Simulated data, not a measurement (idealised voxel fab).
This section sets out a process module, namely voxel gate over fins.
Displayed cross-section: cut, width of 250 nm, square cells sized 5 nm.
The cross-sections in this document take the form of a grid made of square cells. They are written out as bands, in order from top to bottom. Each band consists of one or more rows of cells. The entry gives the band's vertical extent as a top height and a bottom height in nm, then its horizontal make-up as materials from left to right, each with a width in nm. "air" stands for empty space; a single material marked "everywhere" fills the band edge to edge. A quick word on heights: they are counted from 0, and under that level the wafer as it came to us is one material throughout. The lowest band is different from the rest in having no bottom; it simply continues downward, written as in "0..down". Width: "30->40" (first number = top row, second number = bottom row, same change from row to row of cells). The cross-section has no changed cell in any step marked "everything unchanged". You'll see "Enclosed voids" listing empty spaces that have no way open to the top, as long as they're 8 cells or more; the notation is width x height at distance, where the distance is from the left edge, and all of it is in nm. Where a step's line continues beyond its settings, the continuation is a remark by the simulator itself on that step. Regarding "overlay nm": on a step with a mask, it is the distance the mask lay to the right of its planned place; a negative value places it to the left.
# Steps in the process plan
1: RECEIVE | material Si
2: CONFORMAL_DEP | material SiN | thk nm 5
3: PATTERN | tone cover | mask id FINS | material resist | width nm 15 | pitch nm 40 | thk nm 15 | overlay nm 0
4: DIRECTIONAL_ETCH | etch materials SiN | depth nm 5
5: DIRECTIONAL_ETCH | etch materials Si | depth nm 35
6: STRIP | etch materials resist
7: FILL_DEP | material SiO2 | thk nm 15
8: CMP | height nm 5
9: SELECTIVE_ETCH | etch materials SiO2 | depth nm 15
10: STRIP | etch materials SiN
11: CONFORMAL_DEP | material HfO2 | thk nm 5
12: CONFORMAL_DEP | material TiN | thk nm 5
13: CONFORMAL_DEP | material TiAl | thk nm 5
14: CONFORMAL_DEP | material TiN | thk nm 5
15: FILL_DEP | material W | thk nm 10
16: CMP | height nm 25
17: CONFORMAL_DEP | material SiN | thk nm 10
# Below: the first of two wafers, run as planned
# As-received state of the wafer in cross-section, equivalent to post-step 1
* 0..down = Si everywhere
* Enclosed voids: none
# Sectional view: wafer, after step 2
* 5..0 = SiN everywhere
* Whatever lies below 0 is exactly as it was before.
# Sectional view: wafer, after step 3
* 20..5 = air (55); resist (15); air (25); resist (15); air (25); resist (15); air (25); resist (15); air (60)
* Whatever lies below 5 is exactly as it was before.
# Sectional view: wafer, after step 4
* 20..5 = air (55); resist (15); air (25); resist (15); air (25); resist (15); air (25); resist (15); air (60)
* 5..0 = air (55); SiN (15); air (25); SiN (15); air (25); SiN (15); air (25); SiN (15); air (60)
* Whatever lies below 0 is exactly as it was before.
# Sectional view: wafer, after step 5
* 20..5 = air (55); resist (15); air (25); resist (15); air (25); resist (15); air (25); resist (15); air (60)
* 5..0 = air (55); SiN (15); air (25); SiN (15); air (25); SiN (15); air (25); SiN (15); air (60)
* 0..-35 = air (55); Si (15); air (25); Si (15); air (25); Si (15); air (25); Si (15); air (60)
* Whatever lies below -35 is exactly as it was before.
# Sectional view: wafer, after step 6
* 5..0 = air (55); SiN (15); air (25); SiN (15); air (25); SiN (15); air (25); SiN (15); air (60)
* Whatever lies below 0 is exactly as it was before.
# Sectional view: wafer, after step 7
* 20..5 = SiO2 everywhere
* 5..0 = SiO2 (55); SiN (15); SiO2 (25); SiN (15); SiO2 (25); SiN (15); SiO2 (25); SiN (15); SiO2 (60)
* 0..-35 = SiO2 (55); Si (15); SiO2 (25); Si (15); SiO2 (25); Si (15); SiO2 (25); Si (15); SiO2 (60)
* Whatever lies below -35 is exactly as it was before.
# Sectional view: wafer, after step 8
* 5..0 = SiO2 (55); SiN (15); SiO2 (25); SiN (15); SiO2 (25); SiN (15); SiO2 (25); SiN (15); SiO2 (60)
* Whatever lies below 0 is exactly as it was before.
# Sectional view: wafer, after step 9
* 5..0 = air (55); SiN (15); air (25); SiN (15); air (25); SiN (15); air (25); SiN (15); air (60)
* 0..-10 = air (55); Si (15); air (25); Si (15); air (25); Si (15); air (25); Si (15); air (60)
* Whatever lies below -10 is exactly as it was before.
# Sectional view: wafer, after step 10
* 0..-10 = air (55); Si (15); air (25); Si (15); air (25); Si (15); air (25); Si (15); air (60)
* Whatever lies below -10 is exactly as it was before.
# Sectional view: wafer, after step 11
* 5..0 = air (50); HfO2 (25); air (15); HfO2 (25); air (15); HfO2 (25); air (15); HfO2 (25); air (55)
* 0..-5 = air (50); HfO2 (5); Si (15); HfO2 (5); air (15); HfO2 (5); Si (15); HfO2 (5); air (15); HfO2 (5); Si (15); HfO2 (5); air (15); HfO2 (5); Si (15); HfO2 (5); air (55)
* -5..-10 = HfO2 (55); Si (15); HfO2 (25); Si (15); HfO2 (25); Si (15); HfO2 (25); Si (15); HfO2 (60)
* Whatever lies below -10 is exactly as it was before.
# Sectional view: wafer, after step 12
* 10..5 = air (45); TiN (35); air (5); TiN (35); air (5); TiN (35); air (5); TiN (35); air (50)
* 5..0 = air (45); TiN (5); HfO2 (25); TiN (5); air (5); TiN (5); HfO2 (25); TiN (5); air (5); TiN (5); HfO2 (25); TiN (5); air (5); TiN (5); HfO2 (25); TiN (5); air (50)
* 0..-5 = TiN (50); HfO2 (5); Si (15); HfO2 (5); TiN (15); HfO2 (5); Si (15); HfO2 (5); TiN (15); HfO2 (5); Si (15); HfO2 (5); TiN (15); HfO2 (5); Si (15); HfO2 (5); TiN (55)
* Whatever lies below -5 is exactly as it was before.
# Sectional view: wafer, after step 13
* 15..10 = air (40); TiAl (165); air (45)
* 10..5 = air (40); TiAl (5); TiN (35); TiAl (5); TiN (35); TiAl (5); TiN (35); TiAl (5); TiN (35); TiAl (5); air (45)
* 5..0 = TiAl (45); TiN (5); HfO2 (25); TiN (5); TiAl (5); TiN (5); HfO2 (25); TiN (5); TiAl (5); TiN (5); HfO2 (25); TiN (5); TiAl (5); TiN (5); HfO2 (25); TiN (5); TiAl (50)
* Whatever lies below 0 is exactly as it was before.
# Sectional view: wafer, after step 14
* 20..15 = air (35); TiN (175); air (40)
* 15..10 = air (35); TiN (5); TiAl (165); TiN (5); air (40)
* 10..5 = TiN (40); TiAl (5); TiN (35); TiAl (5); TiN (35); TiAl (5); TiN (35); TiAl (5); TiN (35); TiAl (5); TiN (45)
* Whatever lies below 5 is exactly as it was before.
# Sectional view: wafer, after step 15
* 30..20 = W everywhere
* 20..15 = W (35); TiN (175); W (40)
* 15..10 = W (35); TiN (5); TiAl (165); TiN (5); W (40)
* Whatever lies below 10 is exactly as it was before.
# Sectional view: wafer, after step 16
* 25..20 = W everywhere
* Whatever lies below 20 is exactly as it was before.
# Sectional view: wafer, after step 17
* 35..25 = SiN everywhere
* Whatever lies below 25 is exactly as it was before.
# Wafer two of the pair: same origin, same plan, one error during the run; identical to wafer one up to and including step 4
# The second wafer cut through, at the time step 5 was supposed to be finished
* 20..5 = air (55); resist (15); air (25); resist (15); air (25); resist (15); air (25); resist (15); air (60)
* 5..0 = air (55); SiN (15); air (25); SiN (15); air (25); SiN (15); air (25); SiN (15); air (60)
* 0..-70 = air (55); Si (15); air (25); Si (15); air (25); Si (15); air (25); Si (15); air (60)
* Whatever lies below -70 is exactly as it was before.
# The second wafer cut through, at the time step 6 was supposed to be finished
* 5..0 = air (55); SiN (15); air (25); SiN (15); air (25); SiN (15); air (25); SiN (15); air (60)
* Whatever lies below 0 is exactly as it was before.
# The second wafer cut through, at the time step 7 was supposed to be finished
* 20..5 = SiO2 everywhere
* 5..0 = SiO2 (55); SiN (15); SiO2 (25); SiN (15); SiO2 (25); SiN (15); SiO2 (25); SiN (15); SiO2 (60)
* 0..-70 = SiO2 (55); Si (15); SiO2 (25); Si (15); SiO2 (25); Si (15); SiO2 (25); Si (15); SiO2 (60)
* Whatever lies below -70 is exactly as it was before.
# The second wafer cut through, at the time step 8 was supposed to be finished
* 5..0 = SiO2 (55); SiN (15); SiO2 (25); SiN (15); SiO2 (25); SiN (15); SiO2 (25); SiN (15); SiO2 (60)
* Whatever lies below 0 is exactly as it was before.
# The second wafer cut through, at the time step 9 was supposed to be finished
* 5..0 = air (55); SiN (15); air (25); SiN (15); air (25); SiN (15); air (25); SiN (15); air (60)
* 0..-10 = air (55); Si (15); air (25); Si (15); air (25); Si (15); air (25); Si (15); air (60)
* Whatever lies below -10 is exactly as it was before.
# The second wafer cut through, at the time step 10 was supposed to be finished
* 0..-10 = air (55); Si (15); air (25); Si (15); air (25); Si (15); air (25); Si (15); air (60)
* Whatever lies below -10 is exactly as it was before.
# The second wafer cut through, at the time step 11 was supposed to be finished
* 5..0 = air (50); HfO2 (25); air (15); HfO2 (25); air (15); HfO2 (25); air (15); HfO2 (25); air (55)
* 0..-5 = air (50); HfO2 (5); Si (15); HfO2 (5); air (15); HfO2 (5); Si (15); HfO2 (5); air (15); HfO2 (5); Si (15); HfO2 (5); air (15); HfO2 (5); Si (15); HfO2 (5); air (55)
* -5..-10 = HfO2 (55); Si (15); HfO2 (25); Si (15); HfO2 (25); Si (15); HfO2 (25); Si (15); HfO2 (60)
* Whatever lies below -10 is exactly as it was before.
# The second wafer cut through, at the time step 12 was supposed to be finished
* 10..5 = air (45); TiN (35); air (5); TiN (35); air (5); TiN (35); air (5); TiN (35); air (50)
* 5..0 = air (45); TiN (5); HfO2 (25); TiN (5); air (5); TiN (5); HfO2 (25); TiN (5); air (5); TiN (5); HfO2 (25); TiN (5); air (5); TiN (5); HfO2 (25); TiN (5); air (50)
* 0..-5 = TiN (50); HfO2 (5); Si (15); HfO2 (5); TiN (15); HfO2 (5); Si (15); HfO2 (5); TiN (15); HfO2 (5); Si (15); HfO2 (5); TiN (15); HfO2 (5); Si (15); HfO2 (5); TiN (55)
* Whatever lies below -5 is exactly as it was before.
# The second wafer cut through, at the time step 13 was supposed to be finished
* 15..10 = air (40); TiAl (165); air (45)
* 10..5 = air (40); TiAl (5); TiN (35); TiAl (5); TiN (35); TiAl (5); TiN (35); TiAl (5); TiN (35); TiAl (5); air (45)
* 5..0 = TiAl (45); TiN (5); HfO2 (25); TiN (5); TiAl (5); TiN (5); HfO2 (25); TiN (5); TiAl (5); TiN (5); HfO2 (25); TiN (5); TiAl (5); TiN (5); HfO2 (25); TiN (5); TiAl (50)
* Whatever lies below 0 is exactly as it was before.
# The second wafer cut through, at the time step 14 was supposed to be finished
* 20..15 = air (35); TiN (175); air (40)
* 15..10 = air (35); TiN (5); TiAl (165); TiN (5); air (40)
* 10..5 = TiN (40); TiAl (5); TiN (35); TiAl (5); TiN (35); TiAl (5); TiN (35); TiAl (5); TiN (35); TiAl (5); TiN (45)
* Whatever lies below 5 is exactly as it was before.
# The second wafer cut through, at the time step 15 was supposed to be finished
* 30..20 = W everywhere
* 20..15 = W (35); TiN (175); W (40)
* 15..10 = W (35); TiN (5); TiAl (165); TiN (5); W (40)
* Whatever lies below 10 is exactly as it was before.
# The second wafer cut through, at the time step 16 was supposed to be finished
* 25..20 = W everywhere
* Whatever lies below 20 is exactly as it was before.
# The second wafer cut through, at the time step 17 was supposed to be finished
* 35..25 = SiN everywhere
* Whatever lies below 25 is exactly as it was before.
In executing the process, a mistake was made relative to the plan: heads up, step 5 of the plan got done twice
It is noted that, at the conclusion of processing, the second wafer exhibits a higher or lower cell count for certain materials relative to the first: Si -266, SiO2 +266
